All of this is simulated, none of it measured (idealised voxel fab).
A process module follows: voxel ribs on slabs.
Cross-section cut: width 235 nm, square cells of 5 nm.
How to read a cross-section here: the picture is a grid of square cells, written as bands going from the top down, and any band can span one or more rows of cells. This entry defines a band. It first specifies the height of the band's top and the height of its bottom in nm, and then specifies the band's materials from left to right, stating each material with its width in nm. The word "edge to edge" identifies a single material that fills the band from edge to edge, while the word "blank" identifies empty space. Heads up on the height convention: 0 is the point under which the incoming wafer is all one material, and the lowest band has no bottom, it just keeps going down, like "0 and below". Think of "30 to 40" as a width that walks from the first number to the second as you go down the band, top row to bottom row, taking equal-sized steps from row to row. The designation "no change", where it is given for a processing step, indicates that no cell of the cross-section was altered in the course of that step. Look at "Enclosed void listing" for the closed voids: empty spaces with no open path to the top, sized 8 cells or up. Each is width x height at distance, distance from the left edge, all nm. Formally, on a step line, whatever follows the settings is a remark that the simulator itself makes on the step. "overlay nm" denotes, for a step that has a mask, the displacement of the mask to the right of its planned place, with negative values corresponding to the left.
-- Steps planned for the process
- 1: RECEIVE with material Si
- 2: DIRECTIONAL_DEP with material SiO2, thk nm 20
- 3: DIRECTIONAL_DEP with material polySi, thk nm 15
- 4: DIRECTIONAL_DEP with material aC, thk nm 15
- 5: PATTERN with tone cover, mask id RIB, material resist, width nm 30, thk nm 30, overlay nm 0
- 6: DIRECTIONAL_ETCH with etch materials aC, depth nm 15
- 7: STRIP with etch materials resist
- 8: DIRECTIONAL_ETCH with etch materials polySi, depth nm 5
- 9: STRIP with etch materials aC
- 10: MASKED_ETCH with tone cover, mask id SLAB, width nm 80, etch materials polySi, depth nm 10, overlay nm 0
- 11: FILL_DEP with material SiO2, thk nm 30
- 12: CMP with height nm 55
- 13: DIRECTIONAL_DEP with material W, thk nm 5
- 14: DIRECTIONAL_DEP with material aC, thk nm 15
- 15: PATTERN with tone cover, mask id HEATER, material resist, width nm 40, thk nm 30, overlay nm 0
- 16: DIRECTIONAL_ETCH with etch materials aC, depth nm 15
- 17: STRIP with etch materials resist
- 18: DIRECTIONAL_ETCH with etch materials W, depth nm 5
- 19: STRIP with etch materials aC
- 20: CONFORMAL_DEP with material SiO2, thk nm 5
-- Wafer cross-section on receipt, i.e. after step 1
    0 and below = Si edge to edge
    Enclosed void listing: none
-- Wafer cross-section at module end: first of two, run to plan
    65 down to 60 = blank 90 nm | SiO2 50 nm | blank 95 nm
    60 down to 55 = SiO2 95 nm | W 40 nm | SiO2 100 nm
    55 down to 35 = SiO2 edge to edge
    35 down to 30 = SiO2 100 nm | polySi 30 nm | SiO2 105 nm
    30 down to 20 = SiO2 75 nm | polySi 80 nm | SiO2 80 nm
    20 down to 0 = SiO2 edge to edge
    0 and below = Si edge to edge
    Enclosed void listing: none
-- Presented here is a cross-section of the second of the two wafers as it stood at the end of the module. It was started in the same manner and assigned the same plan as the first wafer; however, one mistake was made in its execution
    65 down to 60 = blank 90 nm | SiO2 50 nm | blank 95 nm
    60 down to 55 = SiO2 95 nm | W 40 nm | SiO2 100 nm
    55 down to 15 = SiO2 edge to edge
    15 down to 0 = polySi edge to edge
    0 and below = Si edge to edge
    Enclosed void listing: none
Deviation from plan: ran 2 and 3 in swapped order versus the plan
Final difference in cells, second wafer against first, listed per material as more or fewer: SiO2: 103 fewer, polySi: 103 more
